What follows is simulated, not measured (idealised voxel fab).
process module | voxel wiring stack
cross-section cut | 210 nm wide | cells 5 nm
A cross-section is a grid of square cells, given in bands from the top down. A band is one or more rows of cells.
Each band's line starts with the height of the band's top and of its bottom, in nm. Then come its materials from left to right, each with its width in nm. One material with "throughout" fills the band from edge to edge. "air" is empty space.
Height 0 is the level under which the wafer as received is all one material. The lowest band goes on downwards, as in "0 down".
A width such as "30 to 40" changes by the same amount from each row of cells to the next, from the band's top row to its bottom row.
"no change" after a step means that no cell of the cross-section changed.
closed voids: empty space of 8 cells or more with no open way to the top, each as width x height at its distance from the left edge, in nm
after a step's settings: what the simulator itself notes on the step
overlay nm, on a step with a mask: how far to the right of its planned place the mask lay; to the left if negative
plan
1 op RECEIVE | material Si
2 op CONFORMAL_DEP | material SiO2 | thk nm 15
3 op DIRECTIONAL_DEP | material TiN | thk nm 5
4 op DIRECTIONAL_DEP | material W | thk nm 20
5 op DIRECTIONAL_DEP | material aC | thk nm 10
6 op PATTERN | tone cover | mask id METAL_1 | material resist | width nm 20 | pitch nm 40 | thk nm 25 | overlay nm 0
7 op DIRECTIONAL_ETCH | etch materials aC | depth nm 10
8 op STRIP | etch materials resist
9 op DIRECTIONAL_ETCH | etch materials W | depth nm 20
10 op DIRECTIONAL_ETCH | etch materials TiN | depth nm 5
11 op STRIP | etch materials aC
12 op CONFORMAL_DEP | material SiN | thk nm 5
13 op FILL_DEP | material lowk | thk nm 10
14 op CMP | height nm 40
15 op CONFORMAL_DEP | material SiCN | thk nm 5
16 op DIRECTIONAL_DEP | material lowk | thk nm 25
17 op PATTERN | tone open | mask id METAL_2 | material resist | width nm 20 | pitch nm 40 | thk nm 15 | overlay nm 0
18 op DIRECTIONAL_ETCH | etch materials lowk | depth nm 15
19 op STRIP | etch materials resist
20 op DIRECTIONAL_DEP | material aC | thk nm 15
21 op PATTERN | tone open | mask id METAL_2_HOLES | material resist | width nm 15 | pitch nm 80 | thk nm 30 | overlay nm 0
22 op DIRECTIONAL_ETCH | etch materials aC | depth nm 15
23 op STRIP | etch materials resist
24 op DIRECTIONAL_ETCH | etch materials lowk | depth nm 10
25 op DIRECTIONAL_ETCH | etch materials SiCN | depth nm 5
26 op STRIP | etch materials aC
27 op CONFORMAL_DEP | material TiN | thk nm 5
28 op FILL_DEP | material Cu | thk nm 10
29 op CMP | height nm 70
30 op CONFORMAL_DEP | material SiCN | thk nm 5
31 op DIRECTIONAL_DEP | material lowk | thk nm 10
32 op MASKED_ETCH | tone open | mask id PLUG_2 | width nm 15 | pitch nm 80 | etch materials lowk | depth nm 10 | overlay nm 0
33 op MASKED_ETCH | tone open | mask id PLUG_2 | width nm 15 | pitch nm 80 | etch materials SiCN | depth nm 5 | overlay nm 0
34 op CONFORMAL_DEP | material TiN | thk nm 5
35 op FILL_DEP | material Cu | thk nm 10
36 op CMP | height nm 85
37 op CONFORMAL_DEP | material SiN | thk nm 5
38 op DIRECTIONAL_DEP | material SiO2 | thk nm 20
39 op MASKED_ETCH | tone open | mask id METAL_3 | width nm 20 | pitch nm 40 | etch materials SiO2 | depth nm 20 | overlay nm 0
40 op MASKED_ETCH | tone open | mask id METAL_3 | width nm 20 | pitch nm 40 | etch materials SiN | depth nm 5 | overlay nm 0
41 op CONFORMAL_DEP | material TiN | thk nm 5
42 op FILL_DEP | material Cu | thk nm 10
43 op CMP | height nm 110
44 op CONFORMAL_DEP | material SiCN | thk nm 5
45 op DIRECTIONAL_DEP | material lowk | thk nm 35
46 op PATTERN | tone open | mask id METAL_4_HOLES | material resist | width nm 15 | pitch nm 40 | thk nm 20 | overlay nm 0
47 op DIRECTIONAL_ETCH | etch materials lowk | depth nm 35
48 op STRIP | etch materials resist
49 op DIRECTIONAL_DEP | material aC | thk nm 10
50 op PATTERN | tone open | mask id METAL_4 | material resist | width nm 20 | pitch nm 40 | thk nm 25 | overlay nm 0
51 op DIRECTIONAL_ETCH | etch materials aC | depth nm 10
52 op STRIP | etch materials resist
53 op DIRECTIONAL_ETCH | etch materials lowk | depth nm 20
54 op DIRECTIONAL_ETCH | etch materials SiCN | depth nm 5
55 op STRIP | etch materials aC
56 op CONFORMAL_DEP | material TiN | thk nm 5
57 op FILL_DEP | material Ru | thk nm 10
58 op CMP | height nm 140
59 op CONFORMAL_DEP | material SiN | thk nm 5
varied across the wafers: height nm of step 58. The plan shows the first wafer's value. All wafers start alike
first wafer as received, after step 1
  0 down: Si throughout
  closed voids: none
first wafer at the end, after step 59
  145 to 140: SiN throughout
  140 to 130: lowk 55 | TiN 5 | Ru 10 to 5 | TiN 5 to 10 | lowk 20 | TiN 5 | Ru 10 to 5 | TiN 5 to 10 | lowk 20 | TiN 5 | Ru 10 to 5 | TiN 5 to 10 | lowk 55
  130 to 115: lowk 55 | TiN 5 | Ru 5 | TiN 5 | lowk 25 | TiN 5 | Ru 5 | TiN 5 | lowk 25 | TiN 5 | Ru 5 | TiN 5 | lowk 60
  115 to 110: SiCN 55 | TiN 15 | SiCN 25 | TiN 15 | SiCN 25 | TiN 15 | SiCN 60
  110 to 90: SiO2 55 | TiN 5 | Cu 10 | TiN 5 | SiO2 20 | TiN 5 | Cu 10 | TiN 5 | SiO2 20 | TiN 5 | Cu 10 | TiN 5 | SiO2 55
  90 to 85: SiN 55 | TiN 20 | SiN 20 | TiN 20 | SiN 20 | TiN 20 | SiN 55
  85 to 75: lowk 55 | TiN 5 | Cu 5 | TiN 5 | lowk 65 | TiN 5 | Cu 5 | TiN 5 | lowk 60
  75 to 70: SiCN 55 | TiN 15 | SiCN 65 | TiN 15 | SiCN 60
  70 to 60: lowk 55 | TiN 5 | Cu 10 | TiN 5 | lowk 20 | TiN 5 | Cu 10 | TiN 5 | lowk 20 | TiN 5 | Cu 10 | TiN 5 | lowk 55
  60 to 55: lowk 55 | TiN 5 | Cu 5 | TiN 10 | lowk 20 | TiN 20 | lowk 20 | TiN 5 | Cu 5 | TiN 10 | lowk 55
  55 to 45: lowk 55 | TiN 5 | Cu 5 | TiN 5 | lowk 65 | TiN 5 | Cu 5 | TiN 5 | lowk 60
  45 to 40: SiCN 55 | TiN 15 | SiCN 65 | TiN 15 | SiCN 60
  40 to 20: lowk 50 | SiN 5 | W 20 | SiN 5 | lowk 10 | SiN 5 | W 20 | SiN 5 | lowk 10 | SiN 5 | W 20 | SiN 5 | lowk 50
  20 to 15: SiN 55 | TiN 20 | SiN 20 | TiN 20 | SiN 20 | TiN 20 | SiN 55
  15 to 0: SiO2 throughout
  0 down: Si throughout
  closed voids: none
last wafer at the end
  170 to 165: SiN throughout
  165 to 155: Ru throughout
  155 to 150: TiN 60 | Ru 10 | TiN 30 | Ru 10 | TiN 30 | Ru 10 | TiN 60
  150 to 135: lowk 55 | TiN 5 | Ru 10 | TiN 5 | lowk 20 | TiN 5 | Ru 10 | TiN 5 | lowk 20 | TiN 5 | Ru 10 | TiN 5 | lowk 55
  135 to 130: lowk 55 | TiN 5 | Ru 5 | TiN 10 | lowk 20 | TiN 5 | Ru 5 | TiN 10 | lowk 20 | TiN 5 | Ru 5 | TiN 10 | lowk 55
  130 to 115: lowk 55 | TiN 5 | Ru 5 | TiN 5 | lowk 25 | TiN 5 | Ru 5 | TiN 5 | lowk 25 | TiN 5 | Ru 5 | TiN 5 | lowk 60
  115 to 110: SiCN 55 | TiN 15 | SiCN 25 | TiN 15 | SiCN 25 | TiN 15 | SiCN 60
  110 to 90: SiO2 55 | TiN 5 | Cu 10 | TiN 5 | SiO2 20 | TiN 5 | Cu 10 | TiN 5 | SiO2 20 | TiN 5 | Cu 10 | TiN 5 | SiO2 55
  90 to 85: SiN 55 | TiN 20 | SiN 20 | TiN 20 | SiN 20 | TiN 20 | SiN 55
  85 to 75: lowk 55 | TiN 5 | Cu 5 | TiN 5 | lowk 65 | TiN 5 | Cu 5 | TiN 5 | lowk 60
  75 to 70: SiCN 55 | TiN 15 | SiCN 65 | TiN 15 | SiCN 60
  70 to 60: lowk 55 | TiN 5 | Cu 10 | TiN 5 | lowk 20 | TiN 5 | Cu 10 | TiN 5 | lowk 20 | TiN 5 | Cu 10 | TiN 5 | lowk 55
  60 to 55: lowk 55 | TiN 5 | Cu 5 | TiN 10 | lowk 20 | TiN 20 | lowk 20 | TiN 5 | Cu 5 | TiN 10 | lowk 55
  55 to 45: lowk 55 | TiN 5 | Cu 5 | TiN 5 | lowk 65 | TiN 5 | Cu 5 | TiN 5 | lowk 60
  45 to 40: SiCN 55 | TiN 15 | SiCN 65 | TiN 15 | SiCN 60
  40 to 20: lowk 50 | SiN 5 | W 20 | SiN 5 | lowk 10 | SiN 5 | W 20 | SiN 5 | lowk 10 | SiN 5 | W 20 | SiN 5 | lowk 50
  20 to 15: SiN 55 | TiN 20 | SiN 20 | TiN 20 | SiN 20 | TiN 20 | SiN 55
  15 to 0: SiO2 throughout
  0 down: Si throughout
  closed voids: none
each wafer at the end: cells of each material gained (+) or lost (-) since it was received, then its closed voids
height nm 140 | +46 Cu | +18 Ru | +105 SiCN | +126 SiN | +246 SiO2 | +140 TiN | +48 W | +489 lowk | closed voids: none
height nm 145 | +46 Cu | +24 Ru | +105 SiCN | +126 SiN | +246 SiO2 | +146 TiN | +48 W | +519 lowk | closed voids: none
height nm 150 | +46 Cu | +30 Ru | +105 SiCN | +126 SiN | +246 SiO2 | +152 TiN | +48 W | +549 lowk | closed voids: none
height nm 155 | +46 Cu | +36 Ru | +105 SiCN | +126 SiN | +246 SiO2 | +188 TiN | +48 W | +549 lowk | closed voids: none
height nm 160 | +46 Cu | +78 Ru | +105 SiCN | +126 SiN | +246 SiO2 | +188 TiN | +48 W | +549 lowk | closed voids: none
height nm 165 | +46 Cu | +120 Ru | +105 SiCN | +126 SiN | +246 SiO2 | +188 TiN | +48 W | +549 lowk | closed voids: none
